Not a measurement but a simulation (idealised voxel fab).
A process module follows: voxel self aligned contacts.
We display cut, a cross-section 300 nm in width whose square cells are each 5 nm.
Just so we're on the same page, the cross-sections are grids of square cells, and they're listed out in bands top to bottom, each band one or more rows deep.
Top height, bottom height, nm. Materials left to right, width each, nm. Single material + "edge to edge" = fills band edge to edge. "blank" = empty.
Ref level 0: as-received wafer is one material below here. Bottom band extends down with no lower bound ("from 0 down").
Think of "30 to 40" as a width that walks from the first number to the second as you go down the band, top row to bottom row, taking equal-sized steps from row to row.
"nothing altered" for a step: no cell of the cross-section changed in that step.
Entry "closed voids". Content: empty spaces with no open connection to the top, size 8 cells or greater. Each: width x height at distance. Distance: from left edge. Unit: nm.
It should be noted that, on the line of a given step, the content following the step's settings is a remark produced by the simulator itself with respect to that step.
The optional step-line setting "overlay nm" applies to steps with a mask and quantifies how far to the right of its planned location the mask lay, a negative value indicating leftward placement.

**Process steps - plan**
- 1: RECEIVE: material Si
- 2: CONFORMAL_DEP: material SiO2, thk nm 5
- 3: DIRECTIONAL_DEP: material polySi, thk nm 25
- 4: DIRECTIONAL_DEP: material SiN, thk nm 20
- 5: DIRECTIONAL_DEP: material aC, thk nm 10
- 6: PATTERN: tone cover, mask id GATE, material resist, width nm 25, pitch nm 55, thk nm 30, overlay nm 0
- 7: DIRECTIONAL_ETCH: etch materials aC, depth nm 10
- 8: STRIP: etch materials resist
- 9: DIRECTIONAL_ETCH: etch materials SiN, depth nm 20
- 10: DIRECTIONAL_ETCH: etch materials polySi, depth nm 25
- 11: STRIP: etch materials aC
- 12: CONFORMAL_DEP: material SiN, thk nm 5
- 13: DIRECTIONAL_ETCH: etch materials SiN, depth nm 5
- 14: FILL_DEP: material SiO2, thk nm 10
- 15: CMP: height nm 55
- 16: MASKED_ETCH: tone open, mask id CONTACT, width nm 40, pitch nm 55, etch materials SiO2, depth nm 55, overlay nm 0
- 17: CONFORMAL_DEP: material TiN, thk nm 5
- 18: FILL_DEP: material W, thk nm 5
- 19: CMP: height nm 55
- 20: CONFORMAL_DEP: material SiCN, thk nm 5

**Cross-section of the incoming wafer, state after step 1**
	from 0 down: Si edge to edge
	closed voids: none

**Look at the cross-section after the module: the wafer started out the way shown above and the plan was the one shown above, yet one mistake was made along the way**
	from 60 to 55: SiCN edge to edge
	from 55 to 50: 100 nm SiO2; 15 nm TiN; 10 nm W; 15 nm TiN; 15 nm SiO2; 15 nm TiN; 10 nm W; 15 nm TiN; 105 nm SiO2
	from 50 to 30: 75 nm SiO2; 5 nm SiN; 25 nm polySi; 5 nm SiN; 5 nm TiN; 10 nm W; 5 nm TiN; 5 nm SiN; 25 nm polySi; 5 nm SiN; 5 nm TiN; 10 nm W; 5 nm TiN; 5 nm SiN; 25 nm polySi; 5 nm SiN; 80 nm SiO2
	from 30 to 25: 75 nm SiO2; 5 nm SiN; 25 nm polySi; 5 nm SiN; 20 nm TiN; 5 nm SiN; 25 nm polySi; 5 nm SiN; 20 nm TiN; 5 nm SiN; 25 nm polySi; 5 nm SiN; 80 nm SiO2
	from 25 to 5: SiN edge to edge
	from 5 to 0: SiO2 edge to edge
	from 0 down: Si edge to edge
	closed voids: none
What broke from the plan during processing? a sequencing error occurred in which plan steps 3 and 4 were transposed
